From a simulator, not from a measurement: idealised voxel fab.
process module | voxel ribs on slabs
cross-section cut | 275 nm wide | cells 5 nm
A cross-section is a grid of square cells, given in bands from the top down. A band is one or more rows of cells.
Each band's line starts with the height of the band's top and of its bottom, in nm. Then come its materials from left to right, each with its width in nm. One material with "throughout" fills the band from edge to edge. "air" is empty space.
Height 0 is the level under which the wafer as received is all one material. The lowest band goes on downwards, as in "0 down".
A width such as "30 to 40" changes by the same amount from each row of cells to the next, from the band's top row to its bottom row.
"no change" after a step means that no cell of the cross-section changed.
closed voids: empty space of 8 cells or more with no open way to the top, each as width x height at its distance from the left edge, in nm
after a step's settings: what the simulator itself notes on the step
overlay nm, on a step with a mask: how far to the right of its planned place the mask lay; to the left if negative
plan
1 op RECEIVE | material Si
2 op DIRECTIONAL_DEP | material SiO2 | thk nm 20
3 op DIRECTIONAL_DEP | material SiN | thk nm 15
4 op PATTERN | tone cover | mask id RIB | material resist | width nm 15 | thk nm 20 | overlay nm 0
5 op DIRECTIONAL_ETCH | etch materials SiN | depth nm 10
6 op STRIP | etch materials resist
7 op DIRECTIONAL_DEP | material aC | thk nm 10
8 op PATTERN | tone cover | mask id SLAB | material resist | width nm 75 | thk nm 25 | overlay nm 0
9 op DIRECTIONAL_ETCH | etch materials aC | depth nm 10
10 op STRIP | etch materials resist
11 op DIRECTIONAL_ETCH | etch materials SiN | depth nm 5
12 op STRIP | etch materials aC
13 op FILL_DEP | material SiO2 | thk nm 30
14 op CMP | height nm 55
15 op DIRECTIONAL_DEP | material TiN | thk nm 10
16 op PATTERN | tone cover | mask id HEATER | material resist | width nm 35 | thk nm 15 | overlay nm 0
17 op DIRECTIONAL_ETCH | etch materials TiN | depth nm 10
18 op STRIP | etch materials resist
19 op CONFORMAL_DEP | material SiN | thk nm 5
varied across the wafers: width nm of step 4. The plan shows the first wafer's value. All wafers start alike
first wafer as received, after step 1
  0 down: Si throughout
  closed voids: none
first wafer at the end, after step 19
  70 to 65: air 115 | SiN 45 | air 115
  65 to 60: air 115 | SiN 5 | TiN 35 | SiN 5 | air 115
  60 to 55: SiN 120 | TiN 35 | SiN 120
  55 to 35: SiO2 throughout
  35 to 25: SiO2 130 | SiN 15 | SiO2 130
  25 to 20: SiO2 100 | SiN 75 | SiO2 100
  20 to 0: SiO2 throughout
  0 down: Si throughout
  closed voids: none
last wafer at the end
  70 to 65: air 115 | SiN 45 | air 115
  65 to 60: air 115 | SiN 5 | TiN 35 | SiN 5 | air 115
  60 to 55: SiN 120 | TiN 35 | SiN 120
  55 to 35: SiO2 throughout
  35 to 25: SiO2 120 | SiN 40 | SiO2 115
  25 to 20: SiO2 100 | SiN 75 | SiO2 100
  20 to 0: SiO2 throughout
  0 down: Si throughout
  closed voids: none
each wafer at the end: cells of each material gained (+) or lost (-) since it was received, then its closed voids
width nm 15 | +80 SiN | +584 SiO2 | +14 TiN | closed voids: none
width nm 20 | +82 SiN | +582 SiO2 | +14 TiN | closed voids: none
width nm 25 | +84 SiN | +580 SiO2 | +14 TiN | closed voids: none
width nm 30 | +86 SiN | +578 SiO2 | +14 TiN | closed voids: none
width nm 35 | +88 SiN | +576 SiO2 | +14 TiN | closed voids: none
width nm 40 | +90 SiN | +574 SiO2 | +14 TiN | closed voids: none
